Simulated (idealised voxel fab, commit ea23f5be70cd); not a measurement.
Module name: voxel transistor to metal (process module)
Cross-section cut spans 210 nm and uses square cells 5 nm in size.
A cross-section is written here as square cells arranged in a grid, and it is given in bands from the top down, each band taking up one or more rows of cells.
Band: top and bottom heights (nm) first, top before bottom; then materials from left to right, widths in nm. "everywhere" marks a sole material filling the band edge to edge. "air" denotes empty space.
Heights from 0 (as-received wafer is one material below). Bottom band endless downward, as "0 down".
Read "30..40" as a graded width: first number on top, second number at the bottom, same change between each pair of neighbouring rows.
It should be understood that the words "remained the same", when stated for a given step, signify that the cross-section underwent no change in any of its cells during that step.
Closed-off voids of 8+ cells (no open route to the top) go in "Closed cavity list", written width x height at distance from the left edge, in nm.
On a step's line, text after the settings is the simulator commenting on that step.
The optional step-line setting "overlay nm" applies to steps with a mask and quantifies how far to the right of its planned location the mask lay, a negative value indicating leftward placement.
Reading key. Pairs: pre-step and post-step cross-section, one process step apart; post-step view only to lowest changed band. Step between + settings: beneath pair. Runs: pairs may be from different runs of this module, same starting wafer. Continuation from pair above: only where "Snapshot before" entry says.
Snapshot before:
* 35 to 25: W=50; TiN=5; SiO2=15; TiN=5; W=60; TiN=5; SiO2=15; TiN=5; W=50
* 25 to 20: W=50; TiN=5; SiO2=15; TiN=70; SiO2=15; TiN=5; W=50
* 20 to 10: W=50..35; TiN=5..20; SiO2=15; TiN=10; SiN=10; HfO2=5; TiN=5; W=10; TiN=5; HfO2=5; SiN=10; TiN=10; SiO2=15; TiN=5..20; W=50..35
* 10 to 5: W=35; TiN=5; SiN=10; TiN=5; SiO2=15; TiN=10; SiN=10; HfO2=5; TiN=5; W=10; TiN=5; HfO2=5; SiN=10; TiN=10; SiO2=15; TiN=5; SiN=10; TiN=5; W=35
* 5 to 0: TiN=40; SiN=10; TiN=5; SiO2=15; TiN=10; SiN=10; HfO2=5; TiN=20; HfO2=5; SiN=10; TiN=10; SiO2=15; TiN=5; SiN=10; TiN=40
* 0 to -5: SiO2=50; SiGe=30; SiO2=5; HfO2=40; SiO2=5; SiGe=30; SiO2=50
* -5 to -35: SiO2=45; Si=120; SiO2=45
* -35 down: Si everywhere
* Closed cavity list: none
Structure After Step:
* 40 to 35: SiCN everywhere
* Anything lower than 35 is untouched.
* Closed cavity list: none
Name the step between the before and after sections above: op CONFORMAL_DEP | material SiCN | thk nm 5
Snapshot before: see the after view in the pair directly above.
Structure After Step:
* 55 to 40: SiO2 everywhere
* Anything lower than 40 is untouched.
* Closed cavity list: none
Name the step between the before and after sections above: op DIRECTIONAL_DEP | material SiO2 | thk nm 15
Snapshot before: see the after view in the pair directly above.
Structure After Step:
* 55 to 40: SiO2=55; air=15; SiO2=70; air=15; SiO2=55
* Anything lower than 40 is untouched.
* Closed cavity list: none
Name the step between the before and after sections above: op MASKED_ETCH | tone open | mask id METAL_1 | width nm 15 | pitch nm 85 | etch materials SiO2 | depth nm 15 | overlay nm 0
Snapshot before: see the after view in the pair directly above.
Structure After Step:
* 55 to 40: SiO2=55; air=15; SiO2=70; air=15; SiO2=55
* 40 to 35: SiCN=55; air=15; SiCN=70; air=15; SiCN=55
* Anything lower than 35 is untouched.
* Closed cavity list: none
Name the step between the before and after sections above: op MASKED_ETCH | tone open | mask id METAL_1 | width nm 15 | pitch nm 85 | etch materials SiCN | depth nm 5 | overlay nm 0
Snapshot before: see the after view in the pair directly above.
Structure After Step:
* 60 to 55: TiN=60; air=5; TiN=80; air=5; TiN=60
* 55 to 40: SiO2=55; TiN=5; air=5; TiN=5; SiO2=70; TiN=5; air=5; TiN=5; SiO2=55
* 40 to 35: SiCN=55; TiN=15; SiCN=70; TiN=15; SiCN=55
* Anything lower than 35 is untouched.
* Closed cavity list: none
Name the step between the before and after sections above: op CONFORMAL_DEP | material TiN | thk nm 5
Snapshot before: see the after view in the pair directly above.
Structure After Step:
* 70 to 60: Cu everywhere
* 60 to 55: TiN=60; Cu=5; TiN=80; Cu=5; TiN=60
* 55 to 40: SiO2=55; TiN=5; Cu=5; TiN=5; SiO2=70; TiN=5; Cu=5; TiN=5; SiO2=55
* Anything lower than 40 is untouched.
* Closed cavity list: none
Name the step between the before and after sections above: op FILL_DEP | material Cu | thk nm 10
Snapshot before: see the after view in the pair directly above.
Structure After Step:
* 55 to 40: SiO2=55; TiN=5; Cu=5; TiN=5; SiO2=70; TiN=5; Cu=5; TiN=5; SiO2=55
* Anything lower than 40 is untouched.
* Closed cavity list: none
Name the step between the before and after sections above: op CMP | height nm 55
Snapshot before: see the after view in the pair directly above.
Structure After Step:
* 60 to 55: SiCN everywhere
* Anything lower than 55 is untouched.
* Closed cavity list: none
Name the step between the before and after sections above: op CONFORMAL_DEP | material SiCN | thk nm 5
Snapshot before: see the after view in the pair directly above.
Structure After Step:
* 90 to 60: SiO2 everywhere
* Anything lower than 60 is untouched.
* Closed cavity list: none
Name the step between the before and after sections above: op DIRECTIONAL_DEP | material SiO2 | thk nm 30
Snapshot before: see the after view in the pair directly above.
Structure After Step:
* 105 to 90: aC everywhere
* Anything lower than 90 is untouched.
* Closed cavity list: none
Name the step between the before and after sections above: op DIRECTIONAL_DEP | material aC | thk nm 15
Snapshot before: see the after view in the pair directly above.
Structure After Step:
* 140 to 105: resist=55; air=15; resist=70; air=15; resist=55
* Anything lower than 105 is untouched.
* Closed cavity list: none
Name the step between the before and after sections above: op PATTERN | tone open | mask id METAL_2 | material resist | width nm 15 | pitch nm 85 | thk nm 35 | overlay nm 0
Snapshot before: see the after view in the pair directly above.
Structure After Step:
* 125 to 105: resist=55; air=15; resist=70; air=15; resist=55
* 105 to 90: aC=55; air=15; aC=70; air=15; aC=55
* Anything lower than 90 is untouched.
* Closed cavity list: none
Name the step between the before and after sections above: op DIRECTIONAL_ETCH | etch materials aC | depth nm 15
Snapshot before: see the after view in the pair directly above.
Structure After Step:
* 105 to 90: aC=55; air=15; aC=70; air=15; aC=55
* Anything lower than 90 is untouched.
* Closed cavity list: none
Name the step between the before and after sections above: op STRIP | etch materials resist
Snapshot before: see the after view in the pair directly above.
Structure After Step:
* 105 to 90: aC=55; air=15; aC=70; air=15; aC=55
* 90 to 75: SiO2=55; air=15; SiO2=70; air=15; SiO2=55
* Anything lower than 75 is untouched.
* Closed cavity list: none
Name the step between the before and after sections above: op DIRECTIONAL_ETCH | etch materials SiO2 | depth nm 15
Snapshot before: see the after view in the pair directly above.
Structure After Step:
* 90 to 75: SiO2=55; air=15; SiO2=70; air=15; SiO2=55
* Anything lower than 75 is untouched.
* Closed cavity list: none
Name the step between the before and after sections above: op STRIP | etch materials aC
Snapshot before: see the after view in the pair directly above.
Structure After Step:
* 110 to 90: resist=55; air=15; resist=70; air=15; resist=55
* Anything lower than 90 is untouched.
* Closed cavity list: none
Name the step between the before and after sections above: op PATTERN | tone open | mask id METAL_2_HOLES | material resist | width nm 15 | pitch nm 85 | thk nm 20 | overlay nm 0
Snapshot before: see the after view in the pair directly above.
Structure After Step:
* 110 to 90: resist=55; air=15; resist=70; air=15; resist=55
* 90 to 60: SiO2=55; air=15; SiO2=70; air=15; SiO2=55
* Anything lower than 60 is untouched.
* Closed cavity list: none
Name the step between the before and after sections above: op DIRECTIONAL_ETCH | etch materials SiO2 | depth nm 15
Snapshot before: see the after view in the pair directly above.
Structure After Step:
* 110 to 90: resist=55; air=15; resist=70; air=15; resist=55
* 90 to 60: SiO2=55; air=15; SiO2=70; air=15; SiO2=55
* 60 to 55: SiCN=55; air=15; SiCN=70; air=15; SiCN=55
* Anything lower than 55 is untouched.
* Closed cavity list: none
Name the step between the before and after sections above: op DIRECTIONAL_ETCH | etch materials SiCN | depth nm 5
Snapshot before: see the after view in the pair directly above.
Structure After Step:
* 90 to 60: SiO2=55; air=15; SiO2=70; air=15; SiO2=55
* Anything lower than 60 is untouched.
* Closed cavity list: none
Name the step between the before and after sections above: op STRIP | etch materials resist
Snapshot before: see the after view in the pair directly above.
Structure After Step:
* 95 to 90: TiN=60; air=5; TiN=80; air=5; TiN=60
* 90 to 60: SiO2=55; TiN=5; air=5; TiN=5; SiO2=70; TiN=5; air=5; TiN=5; SiO2=55
* 60 to 55: SiCN=55; TiN=15; SiCN=70; TiN=15; SiCN=55
* Anything lower than 55 is untouched.
* Closed cavity list: none
Name the step between the before and after sections above: op CONFORMAL_DEP | material TiN | thk nm 5
Snapshot before: see the after view in the pair directly above.
Structure After Step:
* 105 to 95: Cu everywhere
* 95 to 90: TiN=60; Cu=5; TiN=80; Cu=5; TiN=60
* 90 to 60: SiO2=55; TiN=5; Cu=5; TiN=5; SiO2=70; TiN=5; Cu=5; TiN=5; SiO2=55
* Anything lower than 60 is untouched.
* Closed cavity list: none
Name the step between the before and after sections above: op FILL_DEP | material Cu | thk nm 10
Snapshot before: see the after view in the pair directly above.
Structure After Step:
* 90 to 60: SiO2=55; TiN=5; Cu=5; TiN=5; SiO2=70; TiN=5; Cu=5; TiN=5; SiO2=55
* Anything lower than 60 is untouched.
* Closed cavity list: none
Name the step between the before and after sections above: op CMP | height nm 90
Snapshot before: see the after view in the pair directly above.
Structure After Step:
* 95 to 90: SiN everywhere
* Anything lower than 90 is untouched.
* Closed cavity list: none
Name the step between the before and after sections above: op CONFORMAL_DEP | material SiN | thk nm 5
